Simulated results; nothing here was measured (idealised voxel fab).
Herein follows the process module entitled voxel self aligned contacts.
It is cross-section cut that appears here, measuring 185 nm in width, its square cells being 5 nm in size.
Each cross-section below is a grid of square cells, stated as bands in top-down order, with one or more rows of cells making up each band. Look at the band entry: it leads with the top's height and the bottom's height in nm. Then it lists the materials left to right, with a width in nm for each. The word "full width" on a single material says that material fills the band edge to edge. The word "air" is empty space. Where do heights start? At 0: under that level the wafer as delivered is made of one material only. And the lowest band has no floor; it just carries on downward, as in "top 0, no bottom". Quick explanation for "30..40": the width changes in equal steps down the rows of cells, from the first number in the band's top row to the second number in its bottom row. "remained the same" means the step left every cell of the cross-section as it was. The label "Completely sealed voids" introduces a list of the empty spaces, 8 cells or larger, that have no open way up to the top; each entry in it reads width x height at distance, where the distance is taken from the left edge and all three are stated in nm. Past the settings on a step's line: simulator remark, on that step. Among the settings permitted on a step's line is "overlay nm"; applied to a step with a mask, it specifies the extent to which the mask lay to the right of its planned position, whereas a negative figure signifies a position to the left.

# The steps planned for the process are as follows
1: RECEIVE with material Si
2: CONFORMAL_DEP with material SiO2, thk nm 5
3: DIRECTIONAL_DEP with material polySi, thk nm 25
4: DIRECTIONAL_DEP with material SiN, thk nm 15
5: PATTERN with tone cover, mask id GATE, material resist, width nm 25, pitch nm 50, thk nm 20, overlay nm 0
6: DIRECTIONAL_ETCH with etch materials SiN, depth nm 15
7: DIRECTIONAL_ETCH with etch materials polySi, depth nm 25
8: STRIP with etch materials resist
9: CONFORMAL_DEP with material SiN, thk nm 5
10: DIRECTIONAL_ETCH with etch materials SiN, depth nm 5
11: FILL_DEP with material SiO2, thk nm 20
12: CMP with height nm 55
13: PATTERN with tone open, mask id CONTACT, material resist, width nm 35, thk nm 15, overlay nm 0
14: DIRECTIONAL_ETCH with etch materials SiO2, depth nm 55
15: STRIP with etch materials resist
16: CONFORMAL_DEP with material TiN, thk nm 5
17: FILL_DEP with material W, thk nm 10
18: CMP with height nm 55
19: CONFORMAL_DEP with material SiN, thk nm 5

# Received-state cross-section, reflecting completion of step 1
	top 0, no bottom | Si full width
	Completely sealed voids: none

# Starting wafer: above. Plan: above. Run: one mistake. Cross-section after the module: below
	top 70, bottom 65 | SiN full width
	top 65, bottom 60 | W full width
	top 60, bottom 55 | 80 nm TiN / 25 nm W / 80 nm TiN
	top 55, bottom 45 | 75 nm SiO2 / 5..15 nm TiN / 25..5 nm W / 5..15 nm TiN / 75 nm SiO2
	top 45, bottom 30 | 50 nm SiO2 / 35 nm SiN / 5 nm TiN / 5 nm W / 5 nm TiN / 35 nm SiN / 50 nm SiO2
	top 30, bottom 5 | 50 nm SiO2 / 5 nm SiN / 25 nm polySi / 5 nm SiN / 5 nm TiN / 5 nm W / 5 nm TiN / 5 nm SiN / 25 nm polySi / 5 nm SiN / 50 nm SiO2
	top 5, bottom 0 | 85 nm SiO2 / 15 nm TiN / 85 nm SiO2
	top 0, no bottom | Si full width
	Completely sealed voids: none
Heads up, the wafer didn't run the way we planned it: planned and actual differ for step 18; actual: CMP with height nm 65
